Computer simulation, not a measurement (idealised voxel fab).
Name of the process module below: voxel self aligned contacts
For reference, the cross-section in this document is cut, with width 180 nm and square cells of 5 nm.
For the purposes of this document, a cross-section shall be understood as a grid of square cells, specified as bands listed in top-to-bottom order, each band consisting of one or more rows of cells.
Read a band's entry like this: the first values are the height of its top and the height of its bottom in nm, and what follows is the sequence of materials from left to right, each with its width in nm. Note that "air" is empty space, and that a single material marked "edge to edge" reaches across the band from edge to edge.
Heads up on the height convention: 0 is the point under which the incoming wafer is all one material, and the lowest band has no bottom, it just keeps going down, like "from 0 down".
Width spec "30..40" -> top row of cells at first value, bottom row at second value, equal per-row change in between.
No cell of the cross-section changed in a step that is given as "no modifications".
This entry, "Closed cavity list", enumerates those empty regions of no fewer than 8 cells that possess no open connection to the top. Each region is reported in the form width x height at distance, the distance being taken from the left edge, with all three quantities expressed in nm.
Note: text after step settings on the step line = simulator remark on that step.
You can add "overlay nm" to a step's line. For a step with a mask, it describes how far the mask lay to the right of its planned position, and a negative number describes a lay to the left.
-- plan
- 1: op RECEIVE | material Si
- 2: op CONFORMAL_DEP | material SiO2 | thk nm 5
- 3: op DIRECTIONAL_DEP | material polySi | thk nm 20
- 4: op DIRECTIONAL_DEP | material SiN | thk nm 20
- 5: op MASKED_ETCH | tone cover | mask id GATE | width nm 30 | pitch nm 75 | etch materials SiN | depth nm 20 | overlay nm 0
- 6: op MASKED_ETCH | tone cover | mask id GATE | width nm 30 | pitch nm 75 | etch materials polySi | depth nm 20 | overlay nm 0
- 7: op CONFORMAL_DEP | material SiN | thk nm 10
- 8: op DIRECTIONAL_ETCH | etch materials SiN | depth nm 10
- 9: op FILL_DEP | material SiO2 | thk nm 10
- 10: op CMP | height nm 50
- 11: op PATTERN | tone open | mask id CONTACT | material resist | width nm 55 | thk nm 20 | overlay nm 0
- 12: op DIRECTIONAL_ETCH | etch materials SiO2 | depth nm 50
- 13: op STRIP | etch materials resist
- 14: op CONFORMAL_DEP | material TiN | thk nm 5
- 15: op FILL_DEP | material Ru | thk nm 5
- 16: op CMP | height nm 50
- 17: op CONFORMAL_DEP | material SiCN | thk nm 5
-- Run as planned: first of two wafers
-- Received-state cross-section, reflecting completion of step 1
> from 0 down = Si edge to edge
> Closed cavity list: none
-- So this is the wafer cross-section right after step 2
> from 5 to 0 = SiO2 edge to edge
> For the remainder of the cross-section, below 0, there is no change.
-- So this is the wafer cross-section right after step 3
> from 25 to 5 = polySi edge to edge
> For the remainder of the cross-section, below 5, there is no change.
-- So this is the wafer cross-section right after step 4
> from 45 to 25 = SiN edge to edge
> For the remainder of the cross-section, below 25, there is no change.
-- So this is the wafer cross-section right after step 5
> from 45 to 25 = 35 nm air; 30 nm SiN; 45 nm air; 30 nm SiN; 40 nm air
> For the remainder of the cross-section, below 25, there is no change.
-- So this is the wafer cross-section right after step 6
> from 45 to 25 = 35 nm air; 30 nm SiN; 45 nm air; 30 nm SiN; 40 nm air
> from 25 to 5 = 35 nm air; 30 nm polySi; 45 nm air; 30 nm polySi; 40 nm air
> For the remainder of the cross-section, below 5, there is no change.
-- So this is the wafer cross-section right after step 7
> from 55 to 25 = 25 nm air; 50 nm SiN; 25 nm air; 50 nm SiN; 30 nm air
> from 25 to 15 = 25 nm air; 10 nm SiN; 30 nm polySi; 10 nm SiN; 25 nm air; 10 nm SiN; 30 nm polySi; 10 nm SiN; 30 nm air
> from 15 to 5 = 35 nm SiN; 30 nm polySi; 45 nm SiN; 30 nm polySi; 40 nm SiN
> For the remainder of the cross-section, below 5, there is no change.
-- So this is the wafer cross-section right after step 8
> from 45 to 25 = 25 nm air; 50 nm SiN; 25 nm air; 50 nm SiN; 30 nm air
> from 25 to 5 = 25 nm air; 10 nm SiN; 30 nm polySi; 10 nm SiN; 25 nm air; 10 nm SiN; 30 nm polySi; 10 nm SiN; 30 nm air
> For the remainder of the cross-section, below 5, there is no change.
-- So this is the wafer cross-section right after step 9
> from 55 to 45 = SiO2 edge to edge
> from 45 to 25 = 25 nm SiO2; 50 nm SiN; 25 nm SiO2; 50 nm SiN; 30 nm SiO2
> from 25 to 5 = 25 nm SiO2; 10 nm SiN; 30 nm polySi; 10 nm SiN; 25 nm SiO2; 10 nm SiN; 30 nm polySi; 10 nm SiN; 30 nm SiO2
> For the remainder of the cross-section, below 5, there is no change.
-- So this is the wafer cross-section right after step 10
> from 50 to 45 = SiO2 edge to edge
> For the remainder of the cross-section, below 45, there is no change.
-- So this is the wafer cross-section right after step 11
> from 70 to 50 = 60 nm resist; 55 nm air; 65 nm resist
> For the remainder of the cross-section, below 50, there is no change.
-- So this is the wafer cross-section right after step 12
> from 70 to 50 = 60 nm resist; 55 nm air; 65 nm resist
> from 50 to 45 = 60 nm SiO2; 55 nm air; 65 nm SiO2
> from 45 to 25 = 25 nm SiO2; 50 nm SiN; 25 nm air; 50 nm SiN; 30 nm SiO2
> from 25 to 5 = 25 nm SiO2; 10 nm SiN; 30 nm polySi; 10 nm SiN; 25 nm air; 10 nm SiN; 30 nm polySi; 10 nm SiN; 30 nm SiO2
> from 5 to 0 = 75 nm SiO2; 25 nm air; 80 nm SiO2
> For the remainder of the cross-section, below 0, there is no change.
-- So this is the wafer cross-section right after step 13
> from 50 to 45 = 60 nm SiO2; 55 nm air; 65 nm SiO2
> For the remainder of the cross-section, below 45, there is no change.
-- So this is the wafer cross-section right after step 14
> from 55 to 50 = 65 nm TiN; 45 nm air; 70 nm TiN
> from 50 to 45 = 60 nm SiO2; 20 nm TiN; 15 nm air; 20 nm TiN; 65 nm SiO2
> from 45 to 25 = 25 nm SiO2; 50 nm SiN; 5 nm TiN; 15 nm air; 5 nm TiN; 50 nm SiN; 30 nm SiO2
> from 25 to 5 = 25 nm SiO2; 10 nm SiN; 30 nm polySi; 10 nm SiN; 5 nm TiN; 15 nm air; 5 nm TiN; 10 nm SiN; 30 nm polySi; 10 nm SiN; 30 nm SiO2
> from 5 to 0 = 75 nm SiO2; 25 nm TiN; 80 nm SiO2
> For the remainder of the cross-section, below 0, there is no change.
-- So this is the wafer cross-section right after step 15
> from 60 to 55 = Ru edge to edge
> from 55 to 50 = 65 nm TiN; 45 nm Ru; 70 nm TiN
> from 50 to 45 = 60 nm SiO2; 20 nm TiN; 15 nm Ru; 20 nm TiN; 65 nm SiO2
> from 45 to 25 = 25 nm SiO2; 50 nm SiN; 5 nm TiN; 15 nm Ru; 5 nm TiN; 50 nm SiN; 30 nm SiO2
> from 25 to 5 = 25 nm SiO2; 10 nm SiN; 30 nm polySi; 10 nm SiN; 5 nm TiN; 15 nm Ru; 5 nm TiN; 10 nm SiN; 30 nm polySi; 10 nm SiN; 30 nm SiO2
> For the remainder of the cross-section, below 5, there is no change.
-- So this is the wafer cross-section right after step 16
> from 50 to 45 = 60 nm SiO2; 20 nm TiN; 15 nm Ru; 20 nm TiN; 65 nm SiO2
> For the remainder of the cross-section, below 45, there is no change.
-- So this is the wafer cross-section right after step 17
> from 55 to 50 = SiCN edge to edge
> For the remainder of the cross-section, below 50, there is no change.
-- Second wafer, same starting conditions and recipe as the first, one mistake in executing it, nothing differs from the first up to and including step 1
-- Second wafer, sectioned view, at step 2's planned end time
> from 20 to 0 = polySi edge to edge
> For the remainder of the cross-section, below 0, there is no change.
-- Second wafer, sectioned view, at step 3's planned end time
> from 25 to 20 = SiO2 edge to edge
> For the remainder of the cross-section, below 20, there is no change.
-- Second wafer, sectioned view, at step 4's planned end time
> from 45 to 25 = SiN edge to edge
> For the remainder of the cross-section, below 25, there is no change.
-- Second wafer, sectioned view, at step 5's planned end time
> from 45 to 25 = 35 nm air; 30 nm SiN; 45 nm air; 30 nm SiN; 40 nm air
> For the remainder of the cross-section, below 25, there is no change.
Second wafer, sectioned view, at step 6's planned end time: no modifications
-- Second wafer, sectioned view, at step 7's planned end time
> from 55 to 35 = 25 nm air; 50 nm SiN; 25 nm air; 50 nm SiN; 30 nm air
> from 35 to 25 = SiN edge to edge
> For the remainder of the cross-section, below 25, there is no change.
-- Second wafer, sectioned view, at step 8's planned end time
> from 45 to 25 = 25 nm air; 50 nm SiN; 25 nm air; 50 nm SiN; 30 nm air
> For the remainder of the cross-section, below 25, there is no change.
-- Second wafer, sectioned view, at step 9's planned end time
> from 55 to 45 = SiO2 edge to edge
> from 45 to 25 = 25 nm SiO2; 50 nm SiN; 25 nm SiO2; 50 nm SiN; 30 nm SiO2
> For the remainder of the cross-section, below 25, there is no change.
-- Second wafer, sectioned view, at step 10's planned end time
> from 50 to 45 = SiO2 edge to edge
> For the remainder of the cross-section, below 45, there is no change.
-- Second wafer, sectioned view, at step 11's planned end time
> from 70 to 50 = 60 nm resist; 55 nm air; 65 nm resist
> For the remainder of the cross-section, below 50, there is no change.
-- Second wafer, sectioned view, at step 12's planned end time
> from 70 to 50 = 60 nm resist; 55 nm air; 65 nm resist
> from 50 to 45 = 60 nm SiO2; 55 nm air; 65 nm SiO2
> from 45 to 25 = 25 nm SiO2; 50 nm SiN; 25 nm air; 50 nm SiN; 30 nm SiO2
> from 25 to 20 = 75 nm SiO2; 25 nm air; 80 nm SiO2
> For the remainder of the cross-section, below 20, there is no change.
-- Second wafer, sectioned view, at step 13's planned end time
> from 50 to 45 = 60 nm SiO2; 55 nm air; 65 nm SiO2
> For the remainder of the cross-section, below 45, there is no change.
-- Second wafer, sectioned view, at step 14's planned end time
> from 55 to 50 = 65 nm TiN; 45 nm air; 70 nm TiN
> from 50 to 45 = 60 nm SiO2; 20 nm TiN; 15 nm air; 20 nm TiN; 65 nm SiO2
> from 45 to 25 = 25 nm SiO2; 50 nm SiN; 5 nm TiN; 15 nm air; 5 nm TiN; 50 nm SiN; 30 nm SiO2
> from 25 to 20 = 75 nm SiO2; 25 nm TiN; 80 nm SiO2
> For the remainder of the cross-section, below 20, there is no change.
-- Second wafer, sectioned view, at step 15's planned end time
> from 60 to 55 = Ru edge to edge
> from 55 to 50 = 65 nm TiN; 45 nm Ru; 70 nm TiN
> from 50 to 45 = 60 nm SiO2; 20 nm TiN; 15 nm Ru; 20 nm TiN; 65 nm SiO2
> from 45 to 25 = 25 nm SiO2; 50 nm SiN; 5 nm TiN; 15 nm Ru; 5 nm TiN; 50 nm SiN; 30 nm SiO2
> For the remainder of the cross-section, below 25, there is no change.
-- Second wafer, sectioned view, at step 16's planned end time
> from 50 to 45 = 60 nm SiO2; 20 nm TiN; 15 nm Ru; 20 nm TiN; 65 nm SiO2
> For the remainder of the cross-section, below 45, there is no change.
-- Second wafer, sectioned view, at step 17's planned end time
> from 55 to 50 = SiCN edge to edge
> For the remainder of the cross-section, below 50, there is no change.
Which mistake was made when the wafer was run? the executed order of steps 2 and 3 is the reverse of that specified in the plan, each step having taken the other's position
At the finish, the second wafer shows more or fewer cells for some materials than the first does: -12 Ru; -32 SiN; -44 SiO2; -8 TiN; +96 polySi
